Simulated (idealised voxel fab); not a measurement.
process module | voxel trench capacitor
cross-section cut | 300 nm wide | cells 5 nm
A cross-section is a grid of square cells, given in bands from the top down. A band is one or more rows of cells.
Each band's line starts with the height of the band's top and of its bottom, in nm. Then come its materials from left to right, each with its width in nm. One material with "throughout" fills the band from edge to edge. "air" is empty space.
Height 0 is the level under which the wafer as received is all one material. The lowest band goes on downwards, as in "0 down".
A width such as "30 to 40" changes by the same amount from each row of cells to the next, from the band's top row to its bottom row.
"no change" after a step means that no cell of the cross-section changed.
closed voids: empty space of 8 cells or more with no open way to the top, each as width x height at its distance from the left edge, in nm
after a step's settings: what the simulator itself notes on the step
overlay nm, on a step with a mask: how far to the right of its planned place the mask lay; to the left if negative
plan
1 op RECEIVE | material Si
2 op CONFORMAL_DEP | material SiN | thk nm 5
3 op DIRECTIONAL_DEP | material aC | thk nm 10
4 op PATTERN | tone open | mask id TRENCH | material resist | width nm 20 | pitch nm 35 | thk nm 30 | overlay nm 0
5 op DIRECTIONAL_ETCH | etch materials aC | depth nm 10
6 op STRIP | etch materials resist
7 op DIRECTIONAL_ETCH | etch materials SiN | depth nm 5
8 op DIRECTIONAL_ETCH | etch materials Si | depth nm 35
9 op STRIP | etch materials aC
10 op CONFORMAL_DEP | material SiO2 | thk nm 5
11 op FILL_DEP | material polySi | thk nm 10
12 op CMP | height nm 5
as received, after step 1
  0 down: Si throughout
  closed voids: none
first wafer at the end, as planned
  5 to 0: SiN 105 | SiO2 5 | polySi 10 | SiO2 5 | SiN 15 | SiO2 5 | polySi 10 | SiO2 5 | SiN 15 | SiO2 5 | polySi 10 | SiO2 5 | SiN 105
  0 to -30: Si 105 | SiO2 5 | polySi 10 | SiO2 5 | Si 15 | SiO2 5 | polySi 10 | SiO2 5 | Si 15 | SiO2 5 | polySi 10 | SiO2 5 | Si 105
  -30 to -35: Si 105 | SiO2 20 | Si 15 | SiO2 20 | Si 15 | SiO2 20 | Si 105
  -35 down: Si throughout
  closed voids: none
second wafer at the end: like start, like plan, one mistake
  5 to 0: SiN 105 | SiO2 5 | aC 10 | SiO2 5 | SiN 15 | SiO2 5 | aC 10 | SiO2 5 | SiN 15 | SiO2 5 | aC 10 | SiO2 5 | SiN 105
  0 to -30: Si 105 | SiO2 5 | aC 10 | SiO2 5 | Si 15 | SiO2 5 | aC 10 | SiO2 5 | Si 15 | SiO2 5 | aC 10 | SiO2 5 | Si 105
  -30 to -35: Si 105 | SiO2 20 | Si 15 | SiO2 20 | Si 15 | SiO2 20 | Si 105
  -35 down: Si throughout
  closed voids: none
what went wrong: step 11 ran as: op FILL_DEP | material aC | thk nm 10
at the end the second wafer has, in cells: 42 more of aC | 42 fewer of polySi
